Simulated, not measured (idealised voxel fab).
The following process module bears the name voxel wiring stack.
Square cells of 5 nm make up the cross-section cut, whose width is 270 nm.
We lay out every cross-section as a grid of square cells and spell it out in bands from the top down, where one band means one or more rows of cells. Band entry format. Leading values: height of top, height of bottom, nm. Remainder: materials in left-to-right order, each with its width in nm. Special words: "everywhere" on a single material, which then fills the band edge to edge; "blank", empty space. Zero point of the height axis is 0; under it, received wafer = one material. Lowest band: continues down indefinitely, "0 down". Note: "30 to 40" means the width goes from the first number (top row of the band) to the second number (bottom row) in equal steps per row of cells. Step marked "left unchanged"? Then no cell in the cross-section changed in it. "Voids, sealed" contains a list of empty spaces, each no smaller than 8 cells and without an open way to the top, written in the form width x height at distance with the distance from the left edge and all three in nm. Whatever follows a step's settings on its line is a remark the simulator itself makes about that step. What "overlay nm" on a step's line means: if the step has a mask, that mask lay this far to the right of its planned place, or, when the value is negative, to the left.
Plan
1) RECEIVE [material Si]
2) CONFORMAL_DEP [material SiO2] [thk nm 15]
3) CONFORMAL_DEP [material SiCN] [thk nm 5]
4) DIRECTIONAL_DEP [material SiO2] [thk nm 15]
5) PATTERN [tone open] [mask id METAL_1] [material resist] [width nm 20] [pitch nm 45] [thk nm 15] [overlay nm 0]
6) DIRECTIONAL_ETCH [etch materials SiO2] [depth nm 15]
7) DIRECTIONAL_ETCH [etch materials SiCN] [depth nm 5]
8) STRIP [etch materials resist]
9) CONFORMAL_DEP [material TiN] [thk nm 5]
10) FILL_DEP [material Cu] [thk nm 10]
11) CMP [height nm 35]
12) CONFORMAL_DEP [material SiCN] [thk nm 5]
13) DIRECTIONAL_DEP [material SiO2] [thk nm 35]
14) PATTERN [tone open] [mask id METAL_2_HOLES] [material resist] [width nm 15] [pitch nm 90] [thk nm 15] [overlay nm 0]
15) DIRECTIONAL_ETCH [etch materials SiO2] [depth nm 35]
16) STRIP [etch materials resist]
17) PATTERN [tone open] [mask id METAL_2] [material resist] [width nm 20] [pitch nm 45] [thk nm 15] [overlay nm 0]
18) DIRECTIONAL_ETCH [etch materials SiO2] [depth nm 20]
19) DIRECTIONAL_ETCH [etch materials SiCN] [depth nm 5]
20) STRIP [etch materials resist]
21) CONFORMAL_DEP [material TiN] [thk nm 5]
22) FILL_DEP [material Cu] [thk nm 5]
23) CMP [height nm 75]
24) CONFORMAL_DEP [material SiCN] [thk nm 5]
Wafer at receipt (post step 1), cross-section
	0 down | Si everywhere
	Voids, sealed: none
As-planned run: cross-section of the first of two wafers at end of module
	80 to 75 | SiCN everywhere
	75 to 60 | SiO2 (80) | TiN (5) | Cu (10) | TiN (5) | SiO2 (25) | TiN (5) | Cu (10) | TiN (5) | SiO2 (25) | TiN (5) | Cu (10) | TiN (5) | SiO2 (80)
	60 to 55 | SiO2 (80) | TiN (5) | Cu (5) | TiN (10) | SiO2 (25) | TiN (20) | SiO2 (25) | TiN (5) | Cu (5) | TiN (10) | SiO2 (80)
	55 to 40 | SiO2 (80) | TiN (5) | Cu (5) | TiN (5) | SiO2 (75) | TiN (5) | Cu (5) | TiN (5) | SiO2 (85)
	40 to 35 | SiCN (80) | TiN (15) | SiCN (75) | TiN (15) | SiCN (85)
	35 to 20 | SiO2 (80) | TiN (5) | Cu (10) | TiN (5) | SiO2 (25) | TiN (5) | Cu (10) | TiN (5) | SiO2 (25) | TiN (5) | Cu (10) | TiN (5) | SiO2 (80)
	20 to 15 | SiCN (80) | TiN (20) | SiCN (25) | TiN (20) | SiCN (25) | TiN (20) | SiCN (80)
	15 to 0 | SiO2 everywhere
	0 down | Si everywhere
	Voids, sealed: none
Second wafer at the end: like start, like plan, one mistake
	80 to 75 | SiCN everywhere
	75 to 60 | Cu (90) | TiN (5) | SiO2 (5) | TiN (5) | Cu (15) | TiN (5) | SiO2 (20) | TiN (5) | Cu (30) | TiN (5) | SiO2 (5) | TiN (5) | Cu (75)
	60 to 55 | TiN (85) | Cu (5) | TiN (5) | SiO2 (5) | TiN (25) | SiO2 (20) | TiN (30) | Cu (5) | TiN (5) | SiO2 (5) | TiN (80)
	55 to 45 | SiO2 (80) | TiN (5) | Cu (5) | TiN (5) | SiO2 (75) | TiN (5) | Cu (5) | TiN (5) | SiO2 (85)
	45 to 40 | SiO2 (80) | TiN (15) | SiO2 (75) | TiN (15) | SiO2 (85)
	40 to 35 | SiCN everywhere
	35 to 20 | SiO2 (80) | TiN (5) | Cu (10) | TiN (5) | SiO2 (25) | TiN (5) | Cu (10) | TiN (5) | SiO2 (25) | TiN (5) | Cu (10) | TiN (5) | SiO2 (80)
	20 to 15 | SiCN (80) | TiN (20) | SiCN (25) | TiN (20) | SiCN (25) | TiN (20) | SiCN (80)
	15 to 0 | SiO2 everywhere
	0 down | Si everywhere
	Voids, sealed: none
What went wrong in running the wafer? the process deviated at step 17: the operation and settings actually run there were PATTERN [tone cover] [mask id METAL_2] [material resist] [width nm 20] [pitch nm 45] [thk nm 15] [overlay nm 0]
Once processing is complete, comparing cell counts shows that the second wafer has more or fewer of certain materials than the first: +106 Cu | +6 SiCN | -144 SiO2 | +32 TiN
